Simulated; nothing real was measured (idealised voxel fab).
Process module, titled voxel gate over fins
Xsec cut, 250 nm wide, square cell size 5 nm.
In this document a cross-section is written as a grid of square cells. It is given as a series of bands, listed from the top down, and a band is one or more rows of cells. Heads up on the band format: heights come first, top then bottom, in nm. After that it's the materials left to right, each with its width in nm. A single material flagged "edge to edge" fills the whole band edge to edge, and "empty" means there's empty space there. For the purposes of this specification, 0 denotes the height below which the wafer in its as-received condition is composed wholly of one material, and the lowermost band, lacking a lower limit, extends downward without end, as expressed in "top 0, no bottom". A width given as "30 to 40" starts at the first number in the band's top row and ends at the second number in its bottom row, shifting by an equal amount at every step from row to row. You'll sometimes find "remained the same" written for a step, and that's the way of saying that nowhere in the cross-section did a cell change during that step. "Closed cavities": empty spaces of 8 cells or more with no open way to the top, each given as width x height at distance, distance from the left edge, all in nm. after a step's settings: what the simulator itself notes on the step. overlay nm, on a step with a mask: how far to the right of its planned place the mask lay; to the left if negative.
### Set out below are the planned steps of the process
1 RECEIVE, material Si
2 CONFORMAL_DEP, material SiN, thk nm 5
3 PATTERN, tone cover, mask id FINS, material resist, width nm 15, pitch nm 35, thk nm 15, overlay nm 0
4 DIRECTIONAL_ETCH, etch materials SiN, depth nm 5
5 DIRECTIONAL_ETCH, etch materials Si, depth nm 40
6 STRIP, etch materials resist
7 FILL_DEP, material SiO2, thk nm 15
8 CMP, height nm 5
9 SELECTIVE_ETCH, etch materials SiO2, depth nm 15
10 STRIP, etch materials SiN
11 CONFORMAL_DEP, material HfO2, thk nm 5
12 CONFORMAL_DEP, material TiN, thk nm 5
13 FILL_DEP, material W, thk nm 10
14 CMP, height nm 15
15 CONFORMAL_DEP, material SiCN, thk nm 5
### On the first of the two wafers: run conducted according to plan
### Cross-section: wafer on arrival = after step 1
top 0, no bottom | Si edge to edge
Closed cavities: none
### After step 2, in cross-section
top 5, bottom 0 | SiN edge to edge
Note: structure below 0 unchanged.
### After step 3, in cross-section
top 20, bottom 5 | 80 of empty, then 15 of resist, then 20 of empty, then 15 of resist, then 20 of empty, then 15 of resist, then 85 of empty
Note: structure below 5 unchanged.
### After step 4, in cross-section
top 20, bottom 5 | 80 of empty, then 15 of resist, then 20 of empty, then 15 of resist, then 20 of empty, then 15 of resist, then 85 of empty
top 5, bottom 0 | 80 of empty, then 15 of SiN, then 20 of empty, then 15 of SiN, then 20 of empty, then 15 of SiN, then 85 of empty
Note: structure below 0 unchanged.
### After step 5, in cross-section
top 20, bottom 5 | 80 of empty, then 15 of resist, then 20 of empty, then 15 of resist, then 20 of empty, then 15 of resist, then 85 of empty
top 5, bottom 0 | 80 of empty, then 15 of SiN, then 20 of empty, then 15 of SiN, then 20 of empty, then 15 of SiN, then 85 of empty
top 0, bottom -40 | 80 of empty, then 15 of Si, then 20 of empty, then 15 of Si, then 20 of empty, then 15 of Si, then 85 of empty
Note: structure below -40 unchanged.
### After step 6, in cross-section
top 5, bottom 0 | 80 of empty, then 15 of SiN, then 20 of empty, then 15 of SiN, then 20 of empty, then 15 of SiN, then 85 of empty
Note: structure below 0 unchanged.
### After step 7, in cross-section
top 20, bottom 5 | SiO2 edge to edge
top 5, bottom 0 | 80 of SiO2, then 15 of SiN, then 20 of SiO2, then 15 of SiN, then 20 of SiO2, then 15 of SiN, then 85 of SiO2
top 0, bottom -40 | 80 of SiO2, then 15 of Si, then 20 of SiO2, then 15 of Si, then 20 of SiO2, then 15 of Si, then 85 of SiO2
Note: structure below -40 unchanged.
### After step 8, in cross-section
top 5, bottom 0 | 80 of SiO2, then 15 of SiN, then 20 of SiO2, then 15 of SiN, then 20 of SiO2, then 15 of SiN, then 85 of SiO2
Note: structure below 0 unchanged.
### After step 9, in cross-section
top 5, bottom 0 | 80 of empty, then 15 of SiN, then 20 of empty, then 15 of SiN, then 20 of empty, then 15 of SiN, then 85 of empty
top 0, bottom -10 | 80 of empty, then 15 of Si, then 20 of empty, then 15 of Si, then 20 of empty, then 15 of Si, then 85 of empty
Note: structure below -10 unchanged.
### After step 10, in cross-section
top 0, bottom -10 | 80 of empty, then 15 of Si, then 20 of empty, then 15 of Si, then 20 of empty, then 15 of Si, then 85 of empty
Note: structure below -10 unchanged.
### After step 11, in cross-section
top 5, bottom 0 | 75 of empty, then 25 of HfO2, then 10 of empty, then 25 of HfO2, then 10 of empty, then 25 of HfO2, then 80 of empty
top 0, bottom -5 | 75 of empty, then 5 of HfO2, then 15 of Si, then 5 of HfO2, then 10 of empty, then 5 of HfO2, then 15 of Si, then 5 of HfO2, then 10 of empty, then 5 of HfO2, then 15 of Si, then 5 of HfO2, then 80 of empty
top -5, bottom -10 | 80 of HfO2, then 15 of Si, then 20 of HfO2, then 15 of Si, then 20 of HfO2, then 15 of Si, then 85 of HfO2
Note: structure below -10 unchanged.
### After step 12, in cross-section
top 10, bottom 5 | 70 of empty, then 105 of TiN, then 75 of empty
top 5, bottom 0 | 70 of empty, then 5 of TiN, then 25 of HfO2, then 10 of TiN, then 25 of HfO2, then 10 of TiN, then 25 of HfO2, then 5 of TiN, then 75 of empty
top 0, bottom -5 | 75 of TiN, then 5 of HfO2, then 15 of Si, then 5 of HfO2, then 10 of TiN, then 5 of HfO2, then 15 of Si, then 5 of HfO2, then 10 of TiN, then 5 of HfO2, then 15 of Si, then 5 of HfO2, then 80 of TiN
Note: structure below -5 unchanged.
### After step 13, in cross-section
top 20, bottom 10 | W edge to edge
top 10, bottom 5 | 70 of W, then 105 of TiN, then 75 of W
top 5, bottom 0 | 70 of W, then 5 of TiN, then 25 of HfO2, then 10 of TiN, then 25 of HfO2, then 10 of TiN, then 25 of HfO2, then 5 of TiN, then 75 of W
Note: structure below 0 unchanged.
### After step 14, in cross-section
top 15, bottom 10 | W edge to edge
Note: structure below 10 unchanged.
### After step 15, in cross-section
top 20, bottom 15 | SiCN edge to edge
Note: structure below 15 unchanged.
### Second Wafer (Identical Start and Plan, One Processing Error; Matches First Wafer Through Step 2)
### Second wafer: cross-section at the scheduled end of step 3
top 20, bottom 5 | 80 of resist, then 15 of empty, then 20 of resist, then 15 of empty, then 20 of resist, then 15 of empty, then 85 of resist
Note: structure below 5 unchanged.
### Second wafer: cross-section at the scheduled end of step 4
top 20, bottom 5 | 80 of resist, then 15 of empty, then 20 of resist, then 15 of empty, then 20 of resist, then 15 of empty, then 85 of resist
top 5, bottom 0 | 80 of SiN, then 15 of empty, then 20 of SiN, then 15 of empty, then 20 of SiN, then 15 of empty, then 85 of SiN
Note: structure below 0 unchanged.
### Second wafer: cross-section at the scheduled end of step 5
top 20, bottom 5 | 80 of resist, then 15 of empty, then 20 of resist, then 15 of empty, then 20 of resist, then 15 of empty, then 85 of resist
top 5, bottom 0 | 80 of SiN, then 15 of empty, then 20 of SiN, then 15 of empty, then 20 of SiN, then 15 of empty, then 85 of SiN
top 0, bottom -40 | 80 of Si, then 15 of empty, then 20 of Si, then 15 of empty, then 20 of Si, then 15 of empty, then 85 of Si
Note: structure below -40 unchanged.
### Second wafer: cross-section at the scheduled end of step 6
top 5, bottom 0 | 80 of SiN, then 15 of empty, then 20 of SiN, then 15 of empty, then 20 of SiN, then 15 of empty, then 85 of SiN
Note: structure below 0 unchanged.
### Second wafer: cross-section at the scheduled end of step 7
top 20, bottom 5 | SiO2 edge to edge
top 5, bottom 0 | 80 of SiN, then 15 of SiO2, then 20 of SiN, then 15 of SiO2, then 20 of SiN, then 15 of SiO2, then 85 of SiN
top 0, bottom -40 | 80 of Si, then 15 of SiO2, then 20 of Si, then 15 of SiO2, then 20 of Si, then 15 of SiO2, then 85 of Si
Note: structure below -40 unchanged.
### Second wafer: cross-section at the scheduled end of step 8
top 5, bottom 0 | 80 of SiN, then 15 of SiO2, then 20 of SiN, then 15 of SiO2, then 20 of SiN, then 15 of SiO2, then 85 of SiN
Note: structure below 0 unchanged.
### Second wafer: cross-section at the scheduled end of step 9
top 5, bottom 0 | 80 of SiN, then 15 of empty, then 20 of SiN, then 15 of empty, then 20 of SiN, then 15 of empty, then 85 of SiN
top 0, bottom -10 | 80 of Si, then 15 of empty, then 20 of Si, then 15 of empty, then 20 of Si, then 15 of empty, then 85 of Si
Note: structure below -10 unchanged.
### Second wafer: cross-section at the scheduled end of step 10
top 0, bottom -10 | 80 of Si, then 15 of empty, then 20 of Si, then 15 of empty, then 20 of Si, then 15 of empty, then 85 of Si
Note: structure below -10 unchanged.
### Second wafer: cross-section at the scheduled end of step 11
top 5, bottom 0 | 85 of HfO2, then 5 of empty, then 30 of HfO2, then 5 of empty, then 30 of HfO2, then 5 of empty, then 90 of HfO2
top 0, bottom -5 | 80 of Si, then 5 of HfO2, then 5 of empty, then 5 of HfO2, then 20 of Si, then 5 of HfO2, then 5 of empty, then 5 of HfO2, then 20 of Si, then 5 of HfO2, then 5 of empty, then 5 of HfO2, then 85 of Si
top -5, bottom -10 | 80 of Si, then 15 of HfO2, then 20 of Si, then 15 of HfO2, then 20 of Si, then 15 of HfO2, then 85 of Si
Note: structure below -10 unchanged.
### Second wafer: cross-section at the scheduled end of step 12
top 10, bottom 5 | TiN edge to edge
top 5, bottom 0 | 85 of HfO2, then 5 of TiN, then 30 of HfO2, then 5 of TiN, then 30 of HfO2, then 5 of TiN, then 90 of HfO2
top 0, bottom -5 | 80 of Si, then 5 of HfO2, then 5 of TiN, then 5 of HfO2, then 20 of Si, then 5 of HfO2, then 5 of TiN, then 5 of HfO2, then 20 of Si, then 5 of HfO2, then 5 of TiN, then 5 of HfO2, then 85 of Si
Note: structure below -5 unchanged.
### Second wafer: cross-section at the scheduled end of step 13
top 20, bottom 10 | W edge to edge
Note: structure below 10 unchanged.
### Second wafer: cross-section at the scheduled end of step 14
top 15, bottom 10 | W edge to edge
Note: structure below 10 unchanged.
### Second wafer: cross-section at the scheduled end of step 15
top 20, bottom 15 | SiCN edge to edge
Note: structure below 15 unchanged.
Against the plan, the run slipped here: step 3 deviated from plan and actually ran as PATTERN, tone open, mask id FINS, material resist, width nm 15, pitch nm 35, thk nm 15, overlay nm 0
The closing comparison, in cells, has the second wafer with more or fewer of some materials than the first: Si +256; SiO2 -192; TiN -6; W -58
